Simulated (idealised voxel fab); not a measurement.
process module | voxel self aligned vias
cross-section cut | 245 nm wide | cells 5 nm
A cross-section is a grid of square cells, given in bands from the top down. A band is one or more rows of cells.
Each band's line starts with the height of the band's top and of its bottom, in nm. Then come its materials from left to right, each with its width in nm. One material with "throughout" fills the band from edge to edge. "air" is empty space.
Height 0 is the level under which the wafer as received is all one material. The lowest band goes on downwards, as in "0 down".
A width such as "30 to 40" changes by the same amount from each row of cells to the next, from the band's top row to its bottom row.
"no change" after a step means that no cell of the cross-section changed.
closed voids: empty space of 8 cells or more with no open way to the top, each as width x height at its distance from the left edge, in nm
after a step's settings: what the simulator itself notes on the step
overlay nm, on a step with a mask: how far to the right of its planned place the mask lay; to the left if negative
plan
1 op RECEIVE | material Si
2 op CONFORMAL_DEP | material SiO2 | thk nm 10
3 op CONFORMAL_DEP | material SiCN | thk nm 5
4 op DIRECTIONAL_DEP | material lowk | thk nm 25
5 op MASKED_ETCH | tone open | mask id LINES | width nm 25 | pitch nm 60 | etch materials lowk | depth nm 25 | overlay nm 0
6 op CONFORMAL_DEP | material TiN | thk nm 5
7 op FILL_DEP | material W | thk nm 5
8 op CMP | height nm 40
9 op SELECTIVE_ETCH | etch materials W Ru TiN | depth nm 10
10 op FILL_DEP | material SiN | thk nm 5
11 op CMP | height nm 40
12 op DIRECTIONAL_DEP | material lowk | thk nm 20
13 op PATTERN | tone open | mask id VIAS | material resist | width nm 35 | pitch nm 60 | thk nm 20 | overlay nm 0
14 op DIRECTIONAL_ETCH | etch materials lowk | depth nm 20
15 op DIRECTIONAL_ETCH | etch materials SiN | depth nm 10
16 op STRIP | etch materials resist
17 op CONFORMAL_DEP | material TiN | thk nm 5
18 op FILL_DEP | material Ru | thk nm 5
19 op CMP | height nm 60
20 op CONFORMAL_DEP | material SiN | thk nm 5
varied across the wafers: width nm of step 13. The plan shows the first wafer's value. All wafers start alike
first wafer as received, after step 1
  0 down: Si throughout
  closed voids: none
first wafer at the end, after step 20
  65 to 60: SiN throughout
  60 to 45: lowk 75 | TiN 5 | Ru 25 | TiN 5 | lowk 25 | TiN 5 | Ru 25 | TiN 5 | lowk 75
  45 to 35: lowk 75 to 80 | TiN 10 to 5 | Ru 15 | TiN 10 to 5 | lowk 25 to 35 | TiN 10 to 5 | Ru 15 | TiN 10 to 5 | lowk 75 to 80
  35 to 30: lowk 80 | TiN 25 | lowk 35 | TiN 25 | lowk 80
  30 to 20: lowk 80 | TiN 5 | W 15 | TiN 5 | lowk 35 | TiN 5 | W 15 | TiN 5 | lowk 80
  20 to 15: lowk 80 | TiN 25 | lowk 35 | TiN 25 | lowk 80
  15 to 10: SiCN throughout
  10 to 0: SiO2 throughout
  0 down: Si throughout
  closed voids: none
last wafer at the end
  65 to 60: SiN throughout
  60 to 45: lowk 70 | TiN 5 | Ru 35 | TiN 5 | lowk 15 | TiN 5 | Ru 35 | TiN 5 | lowk 70
  45 to 35: lowk 70 to 80 | TiN 15 to 5 | Ru 15 | TiN 15 to 5 | lowk 15 to 35 | TiN 15 to 5 | Ru 15 | TiN 15 to 5 | lowk 70 to 80
  35 to 30: lowk 80 | TiN 25 | lowk 35 | TiN 25 | lowk 80
  30 to 20: lowk 80 | TiN 5 | W 15 | TiN 5 | lowk 35 | TiN 5 | W 15 | TiN 5 | lowk 80
  20 to 15: lowk 80 | TiN 25 | lowk 35 | TiN 25 | lowk 80
  15 to 10: SiCN throughout
  10 to 0: SiO2 throughout
  0 down: Si throughout
  closed voids: none
each wafer at the end: cells of each material gained (+) or lost (-) since it was received, then its closed voids
width nm 35 | +42 Ru | +49 SiCN | +49 SiN | +98 SiO2 | +52 TiN | +12 W | +335 lowk | closed voids: none
width nm 40 | +48 Ru | +49 SiCN | +49 SiN | +98 SiO2 | +54 TiN | +12 W | +327 lowk | closed voids: none
width nm 45 | +54 Ru | +49 SiCN | +49 SiN | +98 SiO2 | +56 TiN | +12 W | +319 lowk | closed voids: none
